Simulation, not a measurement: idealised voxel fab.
process module | voxel self aligned vias
cross-section cut | 220 nm wide | cells 5 nm
A cross-section is a grid of square cells, given in bands from the top down. A band is one or more rows of cells.
Each band's line starts with the height of the band's top and of its bottom, in nm. Then come its materials from left to right, each with its width in nm. One material with "throughout" fills the band from edge to edge. "air" is empty space.
Height 0 is the level under which the wafer as received is all one material. The lowest band goes on downwards, as in "0 down".
A width such as "30 to 40" changes by the same amount from each row of cells to the next, from the band's top row to its bottom row.
"no change" after a step means that no cell of the cross-section changed.
closed voids: empty space of 8 cells or more with no open way to the top, each as width x height at its distance from the left edge, in nm
after a step's settings: what the simulator itself notes on the step
overlay nm, on a step with a mask: how far to the right of its planned place the mask lay; to the left if negative
plan
1 op RECEIVE | material Si
2 op CONFORMAL_DEP | material SiO2 | thk nm 10
3 op CONFORMAL_DEP | material SiCN | thk nm 5
4 op DIRECTIONAL_DEP | material SiO2 | thk nm 20
5 op MASKED_ETCH | tone open | mask id LINES | width nm 20 | pitch nm 60 | etch materials SiO2 | depth nm 20 | overlay nm 0
6 op CONFORMAL_DEP | material TiN | thk nm 5
7 op FILL_DEP | material W | thk nm 5
8 op CMP | height nm 35
9 op SELECTIVE_ETCH | etch materials W Ru TiN | depth nm 10
10 op FILL_DEP | material SiN | thk nm 5
11 op CMP | height nm 35
12 op DIRECTIONAL_DEP | material SiO2 | thk nm 15
13 op DIRECTIONAL_DEP | material aC | thk nm 15
14 op PATTERN | tone open | mask id VIAS | material resist | width nm 40 | pitch nm 120 | thk nm 30 | overlay nm 0
15 op DIRECTIONAL_ETCH | etch materials aC | depth nm 15
16 op STRIP | etch materials resist
17 op DIRECTIONAL_ETCH | etch materials SiO2 | depth nm 15
18 op DIRECTIONAL_ETCH | etch materials SiN | depth nm 10
19 op STRIP | etch materials aC
20 op CONFORMAL_DEP | material TiN | thk nm 5
21 op FILL_DEP | material W | thk nm 5
22 op CMP | height nm 50
23 op CONFORMAL_DEP | material SiCN | thk nm 5
as received, after step 1
  0 down: Si throughout
  closed voids: none
a wafer at the end: this start, this plan, one mistake
  55 to 50: SiCN throughout
  50 to 35: SiO2 30 | TiN 5 | W 30 | TiN 5 | SiO2 80 | TiN 5 | W 30 | TiN 5 | SiO2 30
  35 to 30: SiN 30 | TiN 15 | W 10 | TiN 15 | SiN 80 | TiN 15 | W 10 | TiN 15 | SiN 30
  30 to 25: SiO2 40 | TiN 20 | SiO2 40 | SiN 20 | SiO2 40 | TiN 20 | SiO2 40
  25 to 15: SiO2 40 | TiN 5 | W 10 | TiN 5 | SiO2 40 | TiN 5 | W 10 | TiN 5 | SiO2 40 | TiN 5 | W 10 | TiN 5 | SiO2 40
  15 to 10: SiO2 40 | TiN 20 | SiO2 40 | TiN 20 | SiO2 40 | TiN 20 | SiO2 40
  10 to 0: SiO2 throughout
  0 down: Si throughout
  closed voids: none
what went wrong: step 3 was left out
